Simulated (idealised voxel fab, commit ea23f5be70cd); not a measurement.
The document below concerns the process module designated voxel self aligned contacts.
FYI the section here is cut, 270 nm wide, cells are 5 nm squares.
Heads up, the way a cross-section reads in here is a grid of square cells, handed over as bands from the top down, with every band being one or more rows of cells.
Top, bottom (nm), then materials left to right with widths (nm); lone material tagged "throughout" fills the whole band edge to edge; "empty" = empty space.
Heights are expressed relative to 0, this being the level below which the as-received wafer comprises one material exclusively. The lowest band is unbounded in the downward direction and is denoted as in "0..down".
The width entry "30..40" should be interpreted row by row: the top row of cells in the band takes the first number, the bottom row takes the second number, and the change between adjacent rows is uniform throughout.
No cell of the cross-section changed in a step that is given as "remained unchanged".
Entry "Closed void register". Content: empty spaces with no open connection to the top, size 8 cells or greater. Each: width x height at distance. Distance: from left edge. Unit: nm.
It should be noted that, on the line of a given step, the content following the step's settings is a remark produced by the simulator itself with respect to that step.
overlay nm: how far to the right of its planned place the mask lay on this masked step (negative: to the left).
-- The process steps that were planned are listed below
1. op RECEIVE | material Si
2. op OXIDIZE | depth nm 5
3. op DIRECTIONAL_DEP | material polySi | thk nm 20
4. op DIRECTIONAL_DEP | material SiN | thk nm 20
5. op MASKED_ETCH | tone cover | mask id GATE | width nm 25 | pitch nm 60 | etch materials SiN | depth nm 20 | overlay nm 0
6. op MASKED_ETCH | tone cover | mask id GATE | width nm 25 | pitch nm 60 | etch materials polySi | depth nm 20 | overlay nm 0
7. op CONFORMAL_DEP | material SiN | thk nm 5
8. op DIRECTIONAL_ETCH | etch materials SiN | depth nm 5
9. op FILL_DEP | material SiO2 | thk nm 10
10. op CMP | height nm 45
11. op PATTERN | tone open | mask id CONTACT | material resist | width nm 45 | thk nm 15 | overlay nm 0
12. op DIRECTIONAL_ETCH | etch materials SiO2 | depth nm 50
13. op STRIP | etch materials resist
14. op CONFORMAL_DEP | material TiN | thk nm 5
15. op FILL_DEP | material W | thk nm 5
16. op CMP | height nm 45
17. op CONFORMAL_DEP | material SiCN | thk nm 5
-- This is the cross-section of the wafer as we received it, i.e. after step 1
    0..down | Si throughout
    Closed void register: none
-- First wafer of two, sectioned at end of module; run went per plan
    50..45 | SiCN throughout
    45..40 | 110 SiO2  15 TiN  15 W  15 TiN  115 SiO2
    40..20 | 85 SiO2  35 SiN  5 TiN  15 W  5 TiN  35 SiN  90 SiO2
    20..0 | 85 SiO2  5 SiN  25 polySi  5 SiN  5 TiN  15 W  5 TiN  5 SiN  25 polySi  5 SiN  90 SiO2
    0..-5 | 120 SiO2  25 TiN  125 SiO2
    -5..down | Si throughout
    Closed void register: none
-- Presented here is a cross-section of the second of the two wafers as it stood at the end of the module. It was started in the same manner and assigned the same plan as the first wafer; however, one mistake was made in its execution
    50..45 | SiCN throughout
    45..25 | 110 SiO2  5 TiN  35 W  5 TiN  115 SiO2
    25..20 | 110 SiO2  45 TiN  115 SiO2
    20..0 | polySi throughout
    0..-5 | SiO2 throughout
    -5..down | Si throughout
    Closed void register: none
Finding, execution versus plan: note that step 4 departed from the planned setting and was carried out as op DIRECTIONAL_DEP | material SiO2 | thk nm 20
Bottom line after processing is that, in cells, the second wafer is up or down on some materials versus the first: SiN: 72 fewer, SiO2: 95 fewer, TiN: 10 fewer, W: 1 more, polySi: 176 more
